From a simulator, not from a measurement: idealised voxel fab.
process module | voxel double patterning
cross-section cut | 230 nm wide | cells 5 nm
A cross-section is a grid of square cells, given in bands from the top down. A band is one or more rows of cells.
Each band's line starts with the height of the band's top and of its bottom, in nm. Then come its materials from left to right, each with its width in nm. One material with "throughout" fills the band from edge to edge. "air" is empty space.
Height 0 is the level under which the wafer as received is all one material. The lowest band goes on downwards, as in "0 down".
A width such as "30 to 40" changes by the same amount from each row of cells to the next, from the band's top row to its bottom row.
"no change" after a step means that no cell of the cross-section changed.
closed voids: empty space of 8 cells or more with no open way to the top, each as width x height at its distance from the left edge, in nm
after a step's settings: what the simulator itself notes on the step
overlay nm, on a step with a mask: how far to the right of its planned place the mask lay; to the left if negative
plan
1 op RECEIVE | material Si
2 op CONFORMAL_DEP | material SiO2 | thk nm 5
3 op DIRECTIONAL_DEP | material TiN | thk nm 10
4 op DIRECTIONAL_DEP | material SiCN | thk nm 5
5 op DIRECTIONAL_DEP | material aC | thk nm 15
6 op PATTERN | tone open | mask id FIRST | material resist | width nm 15 | pitch nm 50 | thk nm 30 | overlay nm 0
7 op DIRECTIONAL_ETCH | etch materials aC | depth nm 15
8 op STRIP | etch materials resist
9 op DIRECTIONAL_ETCH | etch materials SiCN | depth nm 5
10 op STRIP | etch materials aC
11 op MASKED_ETCH | tone open | mask id SECOND | width nm 15 | etch materials SiCN | depth nm 5 | overlay nm 0
12 op DIRECTIONAL_ETCH | etch materials TiN | depth nm 10
13 op STRIP | etch materials SiCN
as received, after step 1
  0 down: Si throughout
  closed voids: none
first wafer at the end, as planned
  15 to 5: TiN 80 | air 15 | TiN 10 | air 15 | TiN 10 | air 15 | TiN 85
  5 to 0: SiO2 throughout
  0 down: Si throughout
  closed voids: none
second wafer at the end: like start, like plan, one mistake
  20 to 10: TiN 80 | air 15 | TiN 10 | air 15 | TiN 10 | air 15 | TiN 85
  10 to 5: TiN throughout
  5 to 0: SiO2 throughout
  0 down: Si throughout
  closed voids: none
what went wrong: step 3 ran as: op DIRECTIONAL_DEP | material TiN | thk nm 15
at the end the second wafer has, in cells: 46 more of TiN
